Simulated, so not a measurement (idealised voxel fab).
You're looking at the process module voxel transistor to metal.
FYI the section here is cut, 185 nm wide, cells are 5 nm squares.
The cross-sections in this document take the form of a grid made of square cells. They are written out as bands, in order from top to bottom. Each band consists of one or more rows of cells.
Band: top height; bottom height; in nm. Then, left to right: material with width in nm, for each material. "all across": a single material spanning edge to edge. "blank": empty space.
Basically, 0 is our baseline, since under it the wafer straight out of the box is all one material. The bottom band has no lower end and keeps on going down, so it looks like "from 0 down".
Width "30 to 40": first value at the band's top row of cells, second value at its bottom row, equal change from row to row.
A step reported as "no change" is a step in which no cell of the cross-section changed.
Entry "Enclosed cavity list" = empty spaces >= 8 cells with no open way to the top; each as width x height at distance, distance from left edge, all nm.
Text after the settings on a step's line: the simulator's own remark on that step.
overlay nm: for a step with a mask, the amount by which the mask lay right of where it was planned; a negative amount means left of it.

The process steps that were planned are listed below
1. RECEIVE [material Si]
2. CONFORMAL_DEP [material SiO2] [thk nm 5]
3. CONFORMAL_DEP [material SiN] [thk nm 10]
4. MASKED_ETCH [tone cover] [mask id ACTIVE] [width nm 120] [etch materials SiN] [depth nm 10] [overlay nm 0]
5. MASKED_ETCH [tone cover] [mask id ACTIVE] [width nm 120] [etch materials SiO2] [depth nm 5] [overlay nm 0]
6. MASKED_ETCH [tone cover] [mask id ACTIVE] [width nm 120] [etch materials Si] [depth nm 20] [overlay nm 0]
7. OXIDIZE [depth nm 5]
8. FILL_DEP [material SiO2] [thk nm 5]
9. CMP [height nm 15]
10. SELECTIVE_ETCH [etch materials SiO2] [depth nm 10]
11. STRIP [etch materials SiN]
12. SELECTIVE_ETCH [etch materials SiO2] [depth nm 5]
13. OXIDIZE [depth nm 5]
14. DIRECTIONAL_DEP [material polySi] [thk nm 25]
15. DIRECTIONAL_DEP [material SiCN] [thk nm 10]
16. MASKED_ETCH [tone cover] [mask id GATE] [width nm 30] [etch materials SiCN] [depth nm 20] [overlay nm 0]
17. MASKED_ETCH [tone cover] [mask id GATE] [width nm 30] [etch materials polySi] [depth nm 35] [overlay nm 0]
18. CONFORMAL_DEP [material SiO2] [thk nm 5]
19. DIRECTIONAL_ETCH [etch materials SiO2] [depth nm 5]
20. CONFORMAL_DEP [material SiN] [thk nm 5]
21. DIRECTIONAL_ETCH [etch materials SiN] [depth nm 5]
22. DIRECTIONAL_ETCH [etch materials SiO2] [depth nm 5]
23. DIRECTIONAL_ETCH [etch materials Si] [depth nm 15]
24. EPI [material SiGe] [thk nm 20]
25. FILL_DEP [material SiO2] [thk nm 10]
26. CMP [height nm 25]
27. STRIP [etch materials polySi]
28. SELECTIVE_ETCH [etch materials SiO2] [depth nm 5]
29. CONFORMAL_DEP [material HfO2] [thk nm 5]
30. CONFORMAL_DEP [material TiN] [thk nm 5]
31. FILL_DEP [material W] [thk nm 10]
32. CMP [height nm 20]
33. DIRECTIONAL_DEP [material SiO2] [thk nm 10]
34. DIRECTIONAL_DEP [material aC] [thk nm 10]
35. PATTERN [tone open] [mask id CONTACT] [material resist] [width nm 20] [pitch nm 90] [thk nm 25] [overlay nm 0]
36. DIRECTIONAL_ETCH [etch materials aC] [depth nm 10]
37. STRIP [etch materials resist]
38. DIRECTIONAL_ETCH [etch materials SiO2] [depth nm 30]
39. STRIP [etch materials aC]
40. CONFORMAL_DEP [material TiN] [thk nm 5]
41. FILL_DEP [material Ru] [thk nm 5]
42. CMP [height nm 30]
43. CONFORMAL_DEP [material SiCN] [thk nm 5]
44. DIRECTIONAL_DEP [material lowk] [thk nm 25]
45. DIRECTIONAL_DEP [material aC] [thk nm 15]
46. PATTERN [tone open] [mask id METAL_1] [material resist] [width nm 20] [pitch nm 90] [thk nm 35] [overlay nm 0]
47. DIRECTIONAL_ETCH [etch materials aC] [depth nm 15]
48. STRIP [etch materials resist]
49. DIRECTIONAL_ETCH [etch materials lowk] [depth nm 25]
50. DIRECTIONAL_ETCH [etch materials SiCN] [depth nm 5]
51. STRIP [etch materials aC]
52. CONFORMAL_DEP [material TiN] [thk nm 5]
53. FILL_DEP [material Ru] [thk nm 5]
54. CMP [height nm 60]
55. CONFORMAL_DEP [material SiCN] [thk nm 5]

First wafer out of two, processed as planned

As-received state of the wafer in cross-section, equivalent to post-step 1
- from 0 down | Si all across
- Enclosed cavity list: none

After step 2: wafer cross-section
- from 5 to 0 | SiO2 all across
- Under the height 0 nothing was changed.

After step 3: wafer cross-section
- from 15 to 5 | SiN all across
- Under the height 5 nothing was changed.

After step 4: wafer cross-section
- from 15 to 5 | blank: 30 / SiN: 120 / blank: 35
- Under the height 5 nothing was changed.

After step 5: wafer cross-section
- from 15 to 5 | blank: 30 / SiN: 120 / blank: 35
- from 5 to 0 | blank: 30 / SiO2: 120 / blank: 35
- Under the height 0 nothing was changed.

After step 6: wafer cross-section
- from 15 to 5 | blank: 30 / SiN: 120 / blank: 35
- from 5 to 0 | blank: 30 / SiO2: 120 / blank: 35
- from 0 to -20 | blank: 30 / Si: 120 / blank: 35
- Under the height -20 nothing was changed.

After step 7: wafer cross-section
- from 15 to 5 | blank: 30 / SiN: 120 / blank: 35
- from 5 to 0 | blank: 30 / SiO2: 120 / blank: 35
- from 0 to -20 | blank: 30 / SiO2: 5 / Si: 110 / SiO2: 5 / blank: 35
- from -20 to -25 | SiO2: 35 / Si: 110 / SiO2: 40
- Under the height -25 nothing was changed.

After step 8: wafer cross-section
- from 20 to 15 | SiO2 all across
- from 15 to 5 | SiO2: 30 / SiN: 120 / SiO2: 35
- from 5 to 0 | SiO2 all across
- from 0 to -25 | SiO2: 35 / Si: 110 / SiO2: 40
- Under the height -25 nothing was changed.

After step 9: wafer cross-section
- from 15 to 5 | SiO2: 30 / SiN: 120 / SiO2: 35
- Under the height 5 nothing was changed.

After step 10: wafer cross-section
- from 15 to 5 | blank: 30 / SiN: 120 / blank: 35
- Under the height 5 nothing was changed.

After step 11: wafer cross-section
- from 5 to 0 | SiO2 all across
- Under the height 0 nothing was changed.

After step 12: wafer cross-section
- from 0 to -25 | SiO2: 35 / Si: 110 / SiO2: 40
- Under the height -25 nothing was changed.

After step 13: wafer cross-section
- from 0 to -5 | SiO2 all across
- Under the height -5 nothing was changed.

After step 14: wafer cross-section
- from 25 to 0 | polySi all across
- Under the height 0 nothing was changed.

After step 15: wafer cross-section
- from 35 to 25 | SiCN all across
- Under the height 25 nothing was changed.

After step 16: wafer cross-section
- from 35 to 25 | blank: 75 / SiCN: 30 / blank: 80
- Under the height 25 nothing was changed.

After step 17: wafer cross-section
- from 35 to 25 | blank: 75 / SiCN: 30 / blank: 80
- from 25 to 0 | blank: 75 / polySi: 30 / blank: 80
- Under the height 0 nothing was changed.

After step 18: wafer cross-section
- from 40 to 35 | blank: 70 / SiO2: 40 / blank: 75
- from 35 to 25 | blank: 70 / SiO2: 5 / SiCN: 30 / SiO2: 5 / blank: 75
- from 25 to 5 | blank: 70 / SiO2: 5 / polySi: 30 / SiO2: 5 / blank: 75
- from 5 to 0 | SiO2: 75 / polySi: 30 / SiO2: 80
- Under the height 0 nothing was changed.

After step 19: wafer cross-section
- from 35 to 25 | blank: 70 / SiO2: 5 / SiCN: 30 / SiO2: 5 / blank: 75
- from 25 to 0 | blank: 70 / SiO2: 5 / polySi: 30 / SiO2: 5 / blank: 75
- Under the height 0 nothing was changed.

After step 20: wafer cross-section
- from 40 to 35 | blank: 65 / SiN: 50 / blank: 70
- from 35 to 25 | blank: 65 / SiN: 5 / SiO2: 5 / SiCN: 30 / SiO2: 5 / SiN: 5 / blank: 70
- from 25 to 5 | blank: 65 / SiN: 5 / SiO2: 5 / polySi: 30 / SiO2: 5 / SiN: 5 / blank: 70
- from 5 to 0 | SiN: 70 / SiO2: 5 / polySi: 30 / SiO2: 5 / SiN: 75
- Under the height 0 nothing was changed.

After step 21: wafer cross-section
- from 35 to 25 | blank: 65 / SiN: 5 / SiO2: 5 / SiCN: 30 / SiO2: 5 / SiN: 5 / blank: 70
- from 25 to 0 | blank: 65 / SiN: 5 / SiO2: 5 / polySi: 30 / SiO2: 5 / SiN: 5 / blank: 70
- Under the height 0 nothing was changed.

After step 22: wafer cross-section
- from 35 to 30 | blank: 65 / SiN: 5 / blank: 5 / SiCN: 30 / blank: 5 / SiN: 5 / blank: 70
- from 30 to 25 | blank: 65 / SiN: 5 / SiO2: 5 / SiCN: 30 / SiO2: 5 / SiN: 5 / blank: 70
- from 25 to 0 | blank: 65 / SiN: 5 / SiO2: 5 / polySi: 30 / SiO2: 5 / SiN: 5 / blank: 70
- from 0 to -5 | blank: 65 / SiO2: 50 / blank: 70
- Under the height -5 nothing was changed.

After step 23: wafer cross-section
- from 35 to 30 | blank: 65 / SiN: 5 / blank: 5 / SiCN: 30 / blank: 5 / SiN: 5 / blank: 70
- from 30 to 25 | blank: 65 / SiN: 5 / SiO2: 5 / SiCN: 30 / SiO2: 5 / SiN: 5 / blank: 70
- from 25 to 0 | blank: 65 / SiN: 5 / SiO2: 5 / polySi: 30 / SiO2: 5 / SiN: 5 / blank: 70
- from 0 to -5 | blank: 65 / SiO2: 50 / blank: 70
- from -5 to -20 | SiO2: 35 / blank: 30 / Si: 50 / blank: 30 / SiO2: 40
- Under the height -20 nothing was changed.

After step 24: wafer cross-section
- from 35 to 30 | blank: 65 / SiN: 5 / blank: 5 / SiCN: 30 / blank: 5 / SiN: 5 / blank: 70
- from 30 to 25 | blank: 65 / SiN: 5 / SiO2: 5 / SiCN: 30 / SiO2: 5 / SiN: 5 / blank: 70
- from 25 to 15 | blank: 65 / SiN: 5 / SiO2: 5 / polySi: 30 / SiO2: 5 / SiN: 5 / blank: 70
- from 15 to 0 | blank: 45 / SiGe: 20 / SiN: 5 / SiO2: 5 / polySi: 30 / SiO2: 5 / SiN: 5 / SiGe: 20 / blank: 50
- from 0 to -5 | blank: 30 / SiGe: 35 / SiO2: 50 / SiGe: 35 / blank: 35
- from -5 to -20 | SiO2: 35 / SiGe: 30 / Si: 50 / SiGe: 30 / SiO2: 40
- Under the height -20 nothing was changed.

After step 25: wafer cross-section
- from 45 to 35 | SiO2 all across
- from 35 to 25 | SiO2: 65 / SiN: 5 / SiO2: 5 / SiCN: 30 / SiO2: 5 / SiN: 5 / SiO2: 70
- from 25 to 15 | SiO2: 65 / SiN: 5 / SiO2: 5 / polySi: 30 / SiO2: 5 / SiN: 5 / SiO2: 70
- from 15 to 0 | SiO2: 45 / SiGe: 20 / SiN: 5 / SiO2: 5 / polySi: 30 / SiO2: 5 / SiN: 5 / SiGe: 20 / SiO2: 50
- from 0 to -5 | SiO2: 30 / SiGe: 35 / SiO2: 50 / SiGe: 35 / SiO2: 35
- Under the height -5 nothing was changed.

After step 26: wafer cross-section
- from 25 to 15 | SiO2: 65 / SiN: 5 / SiO2: 5 / polySi: 30 / SiO2: 5 / SiN: 5 / SiO2: 70
- Under the height 15 nothing was changed.

After step 27: wafer cross-section
- from 25 to 15 | SiO2: 65 / SiN: 5 / SiO2: 5 / blank: 30 / SiO2: 5 / SiN: 5 / SiO2: 70
- from 15 to 0 | SiO2: 45 / SiGe: 20 / SiN: 5 / SiO2: 5 / blank: 30 / SiO2: 5 / SiN: 5 / SiGe: 20 / SiO2: 50
- Under the height 0 nothing was changed.

After step 28: wafer cross-section
- from 25 to 20 | blank: 65 / SiN: 5 / blank: 40 / SiN: 5 / blank: 70
- from 20 to 15 | SiO2: 65 / SiN: 5 / blank: 40 / SiN: 5 / SiO2: 70
- from 15 to 0 | SiO2: 45 / SiGe: 20 / SiN: 5 / blank: 40 / SiN: 5 / SiGe: 20 / SiO2: 50
- from 0 to -5 | SiO2: 30 / SiGe: 35 / SiO2: 5 / blank: 40 / SiO2: 5 / SiGe: 35 / SiO2: 35
- Under the height -5 nothing was changed.

After step 29: wafer cross-section
- from 30 to 25 | blank: 60 / HfO2: 15 / blank: 30 / HfO2: 15 / blank: 65
- from 25 to 20 | HfO2: 65 / SiN: 5 / HfO2: 5 / blank: 30 / HfO2: 5 / SiN: 5 / HfO2: 70
- from 20 to 15 | SiO2: 65 / SiN: 5 / HfO2: 5 / blank: 30 / HfO2: 5 / SiN: 5 / SiO2: 70
- from 15 to 0 | SiO2: 45 / SiGe: 20 / SiN: 5 / HfO2: 5 / blank: 30 / HfO2: 5 / SiN: 5 / SiGe: 20 / SiO2: 50
- from 0 to -5 | SiO2: 30 / SiGe: 35 / SiO2: 5 / HfO2: 40 / SiO2: 5 / SiGe: 35 / SiO2: 35
- Under the height -5 nothing was changed.

After step 30: wafer cross-section
- from 35 to 30 | blank: 55 / TiN: 25 / blank: 20 / TiN: 25 / blank: 60
- from 30 to 25 | TiN: 60 / HfO2: 15 / TiN: 5 / blank: 20 / TiN: 5 / HfO2: 15 / TiN: 65
- from 25 to 20 | HfO2: 65 / SiN: 5 / HfO2: 5 / TiN: 5 / blank: 20 / TiN: 5 / HfO2: 5 / SiN: 5 / HfO2: 70
- from 20 to 15 | SiO2: 65 / SiN: 5 / HfO2: 5 / TiN: 5 / blank: 20 / TiN: 5 / HfO2: 5 / SiN: 5 / SiO2: 70
- from 15 to 5 | SiO2: 45 / SiGe: 20 / SiN: 5 / HfO2: 5 / TiN: 5 / blank: 20 / TiN: 5 / HfO2: 5 / SiN: 5 / SiGe: 20 / SiO2: 50
- from 5 to 0 | SiO2: 45 / SiGe: 20 / SiN: 5 / HfO2: 5 / TiN: 30 / HfO2: 5 / SiN: 5 / SiGe: 20 / SiO2: 50
- Under the height 0 nothing was changed.

After step 31: wafer cross-section
- from 45 to 35 | W all across
- from 35 to 30 | W: 55 / TiN: 25 / W: 20 / TiN: 25 / W: 60
- from 30 to 25 | TiN: 60 / HfO2: 15 / TiN: 5 / W: 20 / TiN: 5 / HfO2: 15 / TiN: 65
- from 25 to 20 | HfO2: 65 / SiN: 5 / HfO2: 5 / TiN: 5 / W: 20 / TiN: 5 / HfO2: 5 / SiN: 5 / HfO2: 70
- from 20 to 15 | SiO2: 65 / SiN: 5 / HfO2: 5 / TiN: 5 / W: 20 / TiN: 5 / HfO2: 5 / SiN: 5 / SiO2: 70
- from 15 to 5 | SiO2: 45 / SiGe: 20 / SiN: 5 / HfO2: 5 / TiN: 5 / W: 20 / TiN: 5 / HfO2: 5 / SiN: 5 / SiGe: 20 / SiO2: 50
- Under the height 5 nothing was changed.

After step 32: wafer cross-section
- from 20 to 15 | SiO2: 65 / SiN: 5 / HfO2: 5 / TiN: 5 / W: 20 / TiN: 5 / HfO2: 5 / SiN: 5 / SiO2: 70
- Under the height 15 nothing was changed.

After step 33: wafer cross-section
- from 30 to 20 | SiO2 all across
- Under the height 20 nothing was changed.

After step 34: wafer cross-section
- from 40 to 30 | aC all across
- Under the height 30 nothing was changed.

After step 35: wafer cross-section
- from 65 to 40 | resist: 35 / blank: 20 / resist: 70 / blank: 20 / resist: 40
- Under the height 40 nothing was changed.

After step 36: wafer cross-section
- from 55 to 40 | resist: 35 / blank: 20 / resist: 70 / blank: 20 / resist: 40
- from 40 to 30 | aC: 35 / blank: 20 / aC: 70 / blank: 20 / aC: 40
- Under the height 30 nothing was changed.

After step 37: wafer cross-section
- from 40 to 30 | aC: 35 / blank: 20 / aC: 70 / blank: 20 / aC: 40
- Under the height 30 nothing was changed.

After step 38: wafer cross-section
- from 40 to 30 | aC: 35 / blank: 20 / aC: 70 / blank: 20 / aC: 40
- from 30 to 20 | SiO2: 35 / blank: 20 / SiO2: 70 / blank: 20 / SiO2: 40
- from 20 to 15 | SiO2: 35 / blank: 20 / SiO2: 10 / SiN: 5 / HfO2: 5 / TiN: 5 / W: 20 / TiN: 5 / HfO2: 5 / SiN: 5 / SiO2: 10 / blank: 20 / SiO2: 40
- from 15 to 5 | SiO2: 35 / blank: 10 / SiGe: 20 / SiN: 5 / HfO2: 5 / TiN: 5 / W: 20 / TiN: 5 / HfO2: 5 / SiN: 5 / SiGe: 20 / blank: 10 / SiO2: 40
- from 5 to 0 | SiO2: 35 / blank: 10 / SiGe: 20 / SiN: 5 / HfO2: 5 / TiN: 30 / HfO2: 5 / SiN: 5 / SiGe: 20 / blank: 10 / SiO2: 40
- Under the height 0 nothing was changed.

After step 39: wafer cross-section
- from 30 to 20 | SiO2: 35 / blank: 20 / SiO2: 70 / blank: 20 / SiO2: 40
- Under the height 20 nothing was changed.

After step 40: wafer cross-section
- from 35 to 30 | TiN: 40 / blank: 10 / TiN: 80 / blank: 10 / TiN: 45
- from 30 to 20 | SiO2: 35 / TiN: 5 / blank: 10 / TiN: 5 / SiO2: 70 / TiN: 5 / blank: 10 / TiN: 5 / SiO2: 40
- from 20 to 15 | SiO2: 35 / TiN: 20 / SiO2: 10 / SiN: 5 / HfO2: 5 / TiN: 5 / W: 20 / TiN: 5 / HfO2: 5 / SiN: 5 / SiO2: 10 / TiN: 20 / SiO2: 40
- from 15 to 5 | SiO2: 35 / TiN: 10 / SiGe: 20 / SiN: 5 / HfO2: 5 / TiN: 5 / W: 20 / TiN: 5 / HfO2: 5 / SiN: 5 / SiGe: 20 / TiN: 10 / SiO2: 40
- from 5 to 0 | SiO2: 35 / TiN: 10 / SiGe: 20 / SiN: 5 / HfO2: 5 / TiN: 30 / HfO2: 5 / SiN: 5 / SiGe: 20 / TiN: 10 / SiO2: 40
- Under the height 0 nothing was changed.

After step 41: wafer cross-section
- from 40 to 35 | Ru all across
- from 35 to 30 | TiN: 40 / Ru: 10 / TiN: 80 / Ru: 10 / TiN: 45
- from 30 to 20 | SiO2: 35 / TiN: 5 / Ru: 10 / TiN: 5 / SiO2: 70 / TiN: 5 / Ru: 10 / TiN: 5 / SiO2: 40
- Under the height 20 nothing was changed.

After step 42: wafer cross-section
- from 30 to 20 | SiO2: 35 / TiN: 5 / Ru: 10 / TiN: 5 / SiO2: 70 / TiN: 5 / Ru: 10 / TiN: 5 / SiO2: 40
- Under the height 20 nothing was changed.

After step 43: wafer cross-section
- from 35 to 30 | SiCN all across
- Under the height 30 nothing was changed.

After step 44: wafer cross-section
- from 60 to 35 | lowk all across
- Under the height 35 nothing was changed.

After step 45: wafer cross-section
- from 75 to 60 | aC all across
- Under the height 60 nothing was changed.

After step 46: wafer cross-section
- from 110 to 75 | resist: 35 / blank: 20 / resist: 70 / blank: 20 / resist: 40
- Under the height 75 nothing was changed.

After step 47: wafer cross-section
- from 95 to 75 | resist: 35 / blank: 20 / resist: 70 / blank: 20 / resist: 40
- from 75 to 60 | aC: 35 / blank: 20 / aC: 70 / blank: 20 / aC: 40
- Under the height 60 nothing was changed.

After step 48: wafer cross-section
- from 75 to 60 | aC: 35 / blank: 20 / aC: 70 / blank: 20 / aC: 40
- Under the height 60 nothing was changed.

After step 49: wafer cross-section
- from 75 to 60 | aC: 35 / blank: 20 / aC: 70 / blank: 20 / aC: 40
- from 60 to 35 | lowk: 35 / blank: 20 / lowk: 70 / blank: 20 / lowk: 40
- Under the height 35 nothing was changed.

After step 50: wafer cross-section
- from 75 to 60 | aC: 35 / blank: 20 / aC: 70 / blank: 20 / aC: 40
- from 60 to 35 | lowk: 35 / blank: 20 / lowk: 70 / blank: 20 / lowk: 40
- from 35 to 30 | SiCN: 35 / blank: 20 / SiCN: 70 / blank: 20 / SiCN: 40
- Under the height 30 nothing was changed.

After step 51: wafer cross-section
- from 60 to 35 | lowk: 35 / blank: 20 / lowk: 70 / blank: 20 / lowk: 40
- Under the height 35 nothing was changed.

After step 52: wafer cross-section
- from 65 to 60 | TiN: 40 / blank: 10 / TiN: 80 / blank: 10 / TiN: 45
- from 60 to 35 | lowk: 35 / TiN: 5 / blank: 10 / TiN: 5 / lowk: 70 / TiN: 5 / blank: 10 / TiN: 5 / lowk: 40
- from 35 to 30 | SiCN: 35 / TiN: 20 / SiCN: 70 / TiN: 20 / SiCN: 40
- Under the height 30 nothing was changed.

After step 53: wafer cross-section
- from 70 to 65 | Ru all across
- from 65 to 60 | TiN: 40 / Ru: 10 / TiN: 80 / Ru: 10 / TiN: 45
- from 60 to 35 | lowk: 35 / TiN: 5 / Ru: 10 / TiN: 5 / lowk: 70 / TiN: 5 / Ru: 10 / TiN: 5 / lowk: 40
- Under the height 35 nothing was changed.

After step 54: wafer cross-section
- from 60 to 35 | lowk: 35 / TiN: 5 / Ru: 10 / TiN: 5 / lowk: 70 / TiN: 5 / Ru: 10 / TiN: 5 / lowk: 40
- Under the height 35 nothing was changed.

After step 55: wafer cross-section
- from 65 to 60 | SiCN all across
- Under the height 60 nothing was changed.

Second wafer, same starting state and plan as the first, one mistake in the run, identical through step 28

Cross-sectional view of the second wafer at the intended end time of process step 29
- from 30 to 25 | blank: 60 / TiN: 15 / blank: 30 / TiN: 15 / blank: 65
- from 25 to 20 | TiN: 65 / SiN: 5 / TiN: 5 / blank: 30 / TiN: 5 / SiN: 5 / TiN: 70
- from 20 to 15 | SiO2: 65 / SiN: 5 / TiN: 5 / blank: 30 / TiN: 5 / SiN: 5 / SiO2: 70
- from 15 to 0 | SiO2: 45 / SiGe: 20 / SiN: 5 / TiN: 5 / blank: 30 / TiN: 5 / SiN: 5 / SiGe: 20 / SiO2: 50
- from 0 to -5 | SiO2: 30 / SiGe: 35 / SiO2: 5 / TiN: 40 / SiO2: 5 / SiGe: 35 / SiO2: 35
- Under the height -5 nothing was changed.

Cross-sectional view of the second wafer at the intended end time of process step 30
- from 35 to 30 | blank: 55 / HfO2: 25 / blank: 20 / HfO2: 25 / blank: 60
- from 30 to 25 | HfO2: 60 / TiN: 15 / HfO2: 5 / blank: 20 / HfO2: 5 / TiN: 15 / HfO2: 65
- from 25 to 20 | TiN: 65 / SiN: 5 / TiN: 5 / HfO2: 5 / blank: 20 / HfO2: 5 / TiN: 5 / SiN: 5 / TiN: 70
- from 20 to 15 | SiO2: 65 / SiN: 5 / TiN: 5 / HfO2: 5 / blank: 20 / HfO2: 5 / TiN: 5 / SiN: 5 / SiO2: 70
- from 15 to 5 | SiO2: 45 / SiGe: 20 / SiN: 5 / TiN: 5 / HfO2: 5 / blank: 20 / HfO2: 5 / TiN: 5 / SiN: 5 / SiGe: 20 / SiO2: 50
- from 5 to 0 | SiO2: 45 / SiGe: 20 / SiN: 5 / TiN: 5 / HfO2: 30 / TiN: 5 / SiN: 5 / SiGe: 20 / SiO2: 50
- Under the height 0 nothing was changed.

Cross-sectional view of the second wafer at the intended end time of process step 31
- from 45 to 35 | W all across
- from 35 to 30 | W: 55 / HfO2: 25 / W: 20 / HfO2: 25 / W: 60
- from 30 to 25 | HfO2: 60 / TiN: 15 / HfO2: 5 / W: 20 / HfO2: 5 / TiN: 15 / HfO2: 65
- from 25 to 20 | TiN: 65 / SiN: 5 / TiN: 5 / HfO2: 5 / W: 20 / HfO2: 5 / TiN: 5 / SiN: 5 / TiN: 70
- from 20 to 15 | SiO2: 65 / SiN: 5 / TiN: 5 / HfO2: 5 / W: 20 / HfO2: 5 / TiN: 5 / SiN: 5 / SiO2: 70
- from 15 to 5 | SiO2: 45 / SiGe: 20 / SiN: 5 / TiN: 5 / HfO2: 5 / W: 20 / HfO2: 5 / TiN: 5 / SiN: 5 / SiGe: 20 / SiO2: 50
- Under the height 5 nothing was changed.

Cross-sectional view of the second wafer at the intended end time of process step 32
- from 20 to 15 | SiO2: 65 / SiN: 5 / TiN: 5 / HfO2: 5 / W: 20 / HfO2: 5 / TiN: 5 / SiN: 5 / SiO2: 70
- Under the height 15 nothing was changed.

Cross-sectional view of the second wafer at the intended end time of process step 33
- from 30 to 20 | SiO2 all across
- Under the height 20 nothing was changed.

Cross-sectional view of the second wafer at the intended end time of process step 34
- from 40 to 30 | aC all across
- Under the height 30 nothing was changed.

Cross-sectional view of the second wafer at the intended end time of process step 35
- from 65 to 40 | resist: 35 / blank: 20 / resist: 70 / blank: 20 / resist: 40
- Under the height 40 nothing was changed.

Cross-sectional view of the second wafer at the intended end time of process step 36
- from 55 to 40 | resist: 35 / blank: 20 / resist: 70 / blank: 20 / resist: 40
- from 40 to 30 | aC: 35 / blank: 20 / aC: 70 / blank: 20 / aC: 40
- Under the height 30 nothing was changed.

Cross-sectional view of the second wafer at the intended end time of process step 37
- from 40 to 30 | aC: 35 / blank: 20 / aC: 70 / blank: 20 / aC: 40
- Under the height 30 nothing was changed.

Cross-sectional view of the second wafer at the intended end time of process step 38
- from 40 to 30 | aC: 35 / blank: 20 / aC: 70 / blank: 20 / aC: 40
- from 30 to 20 | SiO2: 35 / blank: 20 / SiO2: 70 / blank: 20 / SiO2: 40
- from 20 to 15 | SiO2: 35 / blank: 20 / SiO2: 10 / SiN: 5 / TiN: 5 / HfO2: 5 / W: 20 / HfO2: 5 / TiN: 5 / SiN: 5 / SiO2: 10 / blank: 20 / SiO2: 40
- from 15 to 5 | SiO2: 35 / blank: 10 / SiGe: 20 / SiN: 5 / TiN: 5 / HfO2: 5 / W: 20 / HfO2: 5 / TiN: 5 / SiN: 5 / SiGe: 20 / blank: 10 / SiO2: 40
- from 5 to 0 | SiO2: 35 / blank: 10 / SiGe: 20 / SiN: 5 / TiN: 5 / HfO2: 30 / TiN: 5 / SiN: 5 / SiGe: 20 / blank: 10 / SiO2: 40
- Under the height 0 nothing was changed.

Cross-sectional view of the second wafer at the intended end time of process step 39
- from 30 to 20 | SiO2: 35 / blank: 20 / SiO2: 70 / blank: 20 / SiO2: 40
- Under the height 20 nothing was changed.

Cross-sectional view of the second wafer at the intended end time of process step 40
- from 35 to 30 | TiN: 40 / blank: 10 / TiN: 80 / blank: 10 / TiN: 45
- from 30 to 20 | SiO2: 35 / TiN: 5 / blank: 10 / TiN: 5 / SiO2: 70 / TiN: 5 / blank: 10 / TiN: 5 / SiO2: 40
- from 20 to 15 | SiO2: 35 / TiN: 20 / SiO2: 10 / SiN: 5 / TiN: 5 / HfO2: 5 / W: 20 / HfO2: 5 / TiN: 5 / SiN: 5 / SiO2: 10 / TiN: 20 / SiO2: 40
- from 15 to 5 | SiO2: 35 / TiN: 10 / SiGe: 20 / SiN: 5 / TiN: 5 / HfO2: 5 / W: 20 / HfO2: 5 / TiN: 5 / SiN: 5 / SiGe: 20 / TiN: 10 / SiO2: 40
- from 5 to 0 | SiO2: 35 / TiN: 10 / SiGe: 20 / SiN: 5 / TiN: 5 / HfO2: 30 / TiN: 5 / SiN: 5 / SiGe: 20 / TiN: 10 / SiO2: 40
- Under the height 0 nothing was changed.

Cross-sectional view of the second wafer at the intended end time of process step 41
- from 40 to 35 | Ru all across
- from 35 to 30 | TiN: 40 / Ru: 10 / TiN: 80 / Ru: 10 / TiN: 45
- from 30 to 20 | SiO2: 35 / TiN: 5 / Ru: 10 / TiN: 5 / SiO2: 70 / TiN: 5 / Ru: 10 / TiN: 5 / SiO2: 40
- Under the height 20 nothing was changed.

Cross-sectional view of the second wafer at the intended end time of process step 42
- from 30 to 20 | SiO2: 35 / TiN: 5 / Ru: 10 / TiN: 5 / SiO2: 70 / TiN: 5 / Ru: 10 / TiN: 5 / SiO2: 40
- Under the height 20 nothing was changed.

Cross-sectional view of the second wafer at the intended end time of process step 43
- from 35 to 30 | SiCN all across
- Under the height 30 nothing was changed.

Cross-sectional view of the second wafer at the intended end time of process step 44
- from 60 to 35 | lowk all across
- Under the height 35 nothing was changed.

Cross-sectional view of the second wafer at the intended end time of process step 45
- from 75 to 60 | aC all across
- Under the height 60 nothing was changed.

Cross-sectional view of the second wafer at the intended end time of process step 46
- from 110 to 75 | resist: 35 / blank: 20 / resist: 70 / blank: 20 / resist: 40
- Under the height 75 nothing was changed.

Cross-sectional view of the second wafer at the intended end time of process step 47
- from 95 to 75 | resist: 35 / blank: 20 / resist: 70 / blank: 20 / resist: 40
- from 75 to 60 | aC: 35 / blank: 20 / aC: 70 / blank: 20 / aC: 40
- Under the height 60 nothing was changed.

Cross-sectional view of the second wafer at the intended end time of process step 48
- from 75 to 60 | aC: 35 / blank: 20 / aC: 70 / blank: 20 / aC: 40
- Under the height 60 nothing was changed.

Cross-sectional view of the second wafer at the intended end time of process step 49
- from 75 to 60 | aC: 35 / blank: 20 / aC: 70 / blank: 20 / aC: 40
- from 60 to 35 | lowk: 35 / blank: 20 / lowk: 70 / blank: 20 / lowk: 40
- Under the height 35 nothing was changed.

Cross-sectional view of the second wafer at the intended end time of process step 50
- from 75 to 60 | aC: 35 / blank: 20 / aC: 70 / blank: 20 / aC: 40
- from 60 to 35 | lowk: 35 / blank: 20 / lowk: 70 / blank: 20 / lowk: 40
- from 35 to 30 | SiCN: 35 / blank: 20 / SiCN: 70 / blank: 20 / SiCN: 40
- Under the height 30 nothing was changed.

Cross-sectional view of the second wafer at the intended end time of process step 51
- from 60 to 35 | lowk: 35 / blank: 20 / lowk: 70 / blank: 20 / lowk: 40
- Under the height 35 nothing was changed.

Cross-sectional view of the second wafer at the intended end time of process step 52
- from 65 to 60 | TiN: 40 / blank: 10 / TiN: 80 / blank: 10 / TiN: 45
- from 60 to 35 | lowk: 35 / TiN: 5 / blank: 10 / TiN: 5 / lowk: 70 / TiN: 5 / blank: 10 / TiN: 5 / lowk: 40
- from 35 to 30 | SiCN: 35 / TiN: 20 / SiCN: 70 / TiN: 20 / SiCN: 40
- Under the height 30 nothing was changed.

Cross-sectional view of the second wafer at the intended end time of process step 53
- from 70 to 65 | Ru all across
- from 65 to 60 | TiN: 40 / Ru: 10 / TiN: 80 / Ru: 10 / TiN: 45
- from 60 to 35 | lowk: 35 / TiN: 5 / Ru: 10 / TiN: 5 / lowk: 70 / TiN: 5 / Ru: 10 / TiN: 5 / lowk: 40
- Under the height 35 nothing was changed.

Cross-sectional view of the second wafer at the intended end time of process step 54
- from 60 to 35 | lowk: 35 / TiN: 5 / Ru: 10 / TiN: 5 / lowk: 70 / TiN: 5 / Ru: 10 / TiN: 5 / lowk: 40
- Under the height 35 nothing was changed.

Cross-sectional view of the second wafer at the intended end time of process step 55
- from 65 to 60 | SiCN all across
- Under the height 60 nothing was changed.
Against the plan, the run slipped here: contrary to the plan, steps 29 and 30 were processed in exchanged order
Materials where the second wafer ends with more or fewer cells than the first: 4 fewer of HfO2; 4 more of TiN
